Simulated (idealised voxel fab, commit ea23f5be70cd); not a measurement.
This section sets out a process module, namely voxel ribs on slabs.
FYI the section here is cut, 295 nm wide, cells are 5 nm squares.
Think of the cross-section as a grid of square cells. We describe it in bands, top to bottom, and each band covers one or more rows of those cells.
Band entry format. Leading values: height of top, height of bottom, nm. Remainder: materials in left-to-right order, each with its width in nm. Special words: "full width" on a single material, which then fills the band edge to edge; "air", empty space.
Note: height 0 marks the level under which the wafer is uniformly one material as received. Lowest band unbounded below, written "0..down".
With a width like "30..40", each row of cells in the band differs from the next by the same amount, the top row carrying the first number and the bottom row the second.
Where the words "nothing altered" appear for a step, the cross-section shows no cell changed by that step; every cell remained as before.
Reported under the label "Closed internal voids" are the empty spaces having no open way to the top and comprising 8 cells or more; the notation for each is width x height at distance, in which the distance is measured from the left edge and all three values are in nm.
If you see something after the settings on a step's line, that's the simulator's own remark about that step.
"overlay nm" answers the question of how far to the right of plan the mask lay on a step that has a mask, and when it is negative the answer is to the left.

PLANNED PROCESS STEPS
1) RECEIVE | material Si
2) DIRECTIONAL_DEP | material SiO2 | thk nm 25
3) DIRECTIONAL_DEP | material SiN | thk nm 25
4) PATTERN | tone cover | mask id RIB | material resist | width nm 25 | thk nm 20 | overlay nm 0
5) DIRECTIONAL_ETCH | etch materials SiN | depth nm 15
6) STRIP | etch materials resist
7) MASKED_ETCH | tone cover | mask id SLAB | width nm 85 | etch materials SiN | depth nm 10 | overlay nm 0
8) FILL_DEP | material SiO2 | thk nm 25
9) CMP | height nm 65
10) DIRECTIONAL_DEP | material TiN | thk nm 5
11) PATTERN | tone cover | mask id HEATER | material resist | width nm 35 | thk nm 15 | overlay nm 0
12) DIRECTIONAL_ETCH | etch materials TiN | depth nm 5
13) STRIP | etch materials resist
14) CONFORMAL_DEP | material SiN | thk nm 5

CROSS-SECTION OF THE WAFER AS IT CAME TO US, I.E., ALREADY THROUGH STEP 1
0..down: Si full width
Closed internal voids: none

CROSS-SECTIONAL RESULT AFTER MODULE COMPLETION. NOTE: STARTING CONDITION AND PLAN ARE UNCHANGED FROM ABOVE; ONE PROCESSING MISTAKE WAS MADE
75..70: 125 nm air | 45 nm SiN | 125 nm air
70..65: 130 nm SiN | 35 nm TiN | 130 nm SiN
65..50: SiO2 full width
50..35: 140 nm SiO2 | 25 nm SiN | 130 nm SiO2
35..25: 105 nm SiO2 | 85 nm SiN | 105 nm SiO2
25..0: SiO2 full width
0..down: Si full width
Closed internal voids: none
Which mistake was made when the wafer was run? heads up, step 4 didn't go per plan, it actually ran as PATTERN | tone cover | mask id RIB | material resist | width nm 25 | thk nm 20 | overlay nm 5
